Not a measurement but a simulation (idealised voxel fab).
The following is a process module called voxel gate over fins.
Cross-sectional view cut (width: 150 nm; square cell size: 5 nm).
We lay out every cross-section as a grid of square cells and spell it out in bands from the top down, where one band means one or more rows of cells.
For a band, the entry starts with two heights in nm, that of the top and then that of the bottom, and carries on with the band's materials in order from left to right, each alongside its width in nm; the word "everywhere" beside a single material means it fills the band edge to edge, and "empty" means empty space.
Zero point of the height axis is 0; under it, received wafer = one material. Lowest band: continues down indefinitely, "0 down".
The notation "30 to 40" denotes a width that varies across the rows of cells in the band, beginning at the first number in the top row, finishing at the second number in the bottom row, and changing by an identical amount from each row to the next.
"nothing was modified" -> step changed no cross-section cell.
Closed-off voids of 8+ cells (no open route to the top) go in "Non-vented voids", written width x height at distance from the left edge, in nm.
Text after the settings on a step's line: the simulator's own remark on that step.
overlay nm, on a step with a mask: how far to the right of its planned place the mask lay; to the left if negative

Intended process steps
- 1: RECEIVE | material Si
- 2: CONFORMAL_DEP | material SiN | thk nm 5
- 3: DIRECTIONAL_DEP | material aC | thk nm 10
- 4: PATTERN | tone cover | mask id FINS | material resist | width nm 15 | pitch nm 40 | thk nm 25 | overlay nm 0
- 5: DIRECTIONAL_ETCH | etch materials aC | depth nm 10
- 6: STRIP | etch materials resist
- 7: DIRECTIONAL_ETCH | etch materials SiN | depth nm 5
- 8: DIRECTIONAL_ETCH | etch materials Si | depth nm 30
- 9: STRIP | etch materials aC
- 10: FILL_DEP | material SiO2 | thk nm 10
- 11: CMP | height nm 5
- 12: SELECTIVE_ETCH | etch materials SiO2 | depth nm 15
- 13: STRIP | etch materials SiN
- 14: CONFORMAL_DEP | material HfO2 | thk nm 5
- 15: CONFORMAL_DEP | material TiN | thk nm 5
- 16: FILL_DEP | material W | thk nm 10
- 17: CMP | height nm 15
- 18: CONFORMAL_DEP | material SiN | thk nm 5

Step 1 complete: cross-section of the wafer as received
> 0 down | Si everywhere
> Non-vented voids: none

First wafer at the end, as planned
> 20 to 15 | SiN everywhere
> 15 to 10 | W everywhere
> 10 to 5 | W 35 nm, TiN 35 nm, W 5 nm, TiN 35 nm, W 40 nm
> 5 to 0 | W 35 nm, TiN 5 nm, HfO2 25 nm, TiN 5 nm, W 5 nm, TiN 5 nm, HfO2 25 nm, TiN 5 nm, W 40 nm
> 0 to -5 | TiN 40 nm, HfO2 5 nm, Si 15 nm, HfO2 5 nm, TiN 15 nm, HfO2 5 nm, Si 15 nm, HfO2 5 nm, TiN 45 nm
> -5 to -10 | HfO2 45 nm, Si 15 nm, HfO2 25 nm, Si 15 nm, HfO2 50 nm
> -10 to -30 | SiO2 45 nm, Si 15 nm, SiO2 25 nm, Si 15 nm, SiO2 50 nm
> -30 down | Si everywhere
> Non-vented voids: none

Second wafer through the module, sectioned at the end: same beginning and same plan as the first wafer, with one mistake in carrying it out
> 20 to 15 | SiN everywhere
> 15 to 10 | W everywhere
> 10 to 5 | W 40 nm, TiN 35 nm, W 5 nm, TiN 35 nm, W 35 nm
> 5 to 0 | W 40 nm, TiN 5 nm, HfO2 25 nm, TiN 5 nm, W 5 nm, TiN 5 nm, HfO2 25 nm, TiN 5 nm, W 35 nm
> 0 to -5 | TiN 45 nm, HfO2 5 nm, Si 15 nm, HfO2 5 nm, TiN 15 nm, HfO2 5 nm, Si 15 nm, HfO2 5 nm, TiN 40 nm
> -5 to -10 | HfO2 50 nm, Si 15 nm, HfO2 25 nm, Si 15 nm, HfO2 45 nm
> -10 to -30 | SiO2 50 nm, Si 15 nm, SiO2 25 nm, Si 15 nm, SiO2 45 nm
> -30 down | Si everywhere
> Non-vented voids: none
Error vs. plan: off-plan run, step 4, actual operation and settings PATTERN | tone cover | mask id FINS | material resist | width nm 15 | pitch nm 40 | thk nm 25 | overlay nm 5
By the end, you'd get the same cell count for each material on either wafer, but the second wafer puts them somewhere else.
